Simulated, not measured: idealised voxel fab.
process module | voxel ribs on slabs
cross-section cut | 155 nm wide | cells 5 nm
A cross-section is a grid of square cells, given in bands from the top down. A band is one or more rows of cells.
Each band's line starts with the height of the band's top and of its bottom, in nm. Then come its materials from left to right, each with its width in nm. One material with "throughout" fills the band from edge to edge. "air" is empty space.
Height 0 is the level under which the wafer as received is all one material. The lowest band goes on downwards, as in "0 down".
A width such as "30 to 40" changes by the same amount from each row of cells to the next, from the band's top row to its bottom row.
"no change" after a step means that no cell of the cross-section changed.
closed voids: empty space of 8 cells or more with no open way to the top, each as width x height at its distance from the left edge, in nm
after a step's settings: what the simulator itself notes on the step
overlay nm, on a step with a mask: how far to the right of its planned place the mask lay; to the left if negative
plan
1 op RECEIVE | material Si
2 op DIRECTIONAL_DEP | material SiO2 | thk nm 20
3 op DIRECTIONAL_DEP | material polySi | thk nm 25
4 op MASKED_ETCH | tone cover | mask id RIB | width nm 30 | etch materials polySi | depth nm 20 | overlay nm 0
5 op DIRECTIONAL_DEP | material aC | thk nm 15
6 op PATTERN | tone cover | mask id SLAB | material resist | width nm 60 | thk nm 35 | overlay nm 0
7 op DIRECTIONAL_ETCH | etch materials aC | depth nm 15
8 op STRIP | etch materials resist
9 op DIRECTIONAL_ETCH | etch materials polySi | depth nm 5
10 op STRIP | etch materials aC
11 op FILL_DEP | material SiO2 | thk nm 20
12 op CMP | height nm 60
13 op DIRECTIONAL_DEP | material W | thk nm 10
14 op PATTERN | tone cover | mask id HEATER | material resist | width nm 40 | thk nm 15 | overlay nm 0
15 op DIRECTIONAL_ETCH | etch materials W | depth nm 10
16 op STRIP | etch materials resist
17 op CONFORMAL_DEP | material SiO2 | thk nm 10
as received, after step 1
  0 down: Si throughout
  closed voids: none
first wafer at the end, as planned
  80 to 70: air 45 | SiO2 60 | air 50
  70 to 60: SiO2 55 | W 40 | SiO2 60
  60 to 45: SiO2 throughout
  45 to 25: SiO2 60 | polySi 30 | SiO2 65
  25 to 20: SiO2 45 | polySi 60 | SiO2 50
  20 to 0: SiO2 throughout
  0 down: Si throughout
  closed voids: none
second wafer at the end: like start, like plan, one mistake
  70 to 60: air 55 | W 40 | air 60
  60 to 45: SiO2 throughout
  45 to 25: SiO2 60 | polySi 30 | SiO2 65
  25 to 20: SiO2 45 | polySi 60 | SiO2 50
  20 to 0: SiO2 throughout
  0 down: Si throughout
  closed voids: none
what went wrong: step 17 was left out
at the end the second wafer has, in cells: 70 fewer of SiO2
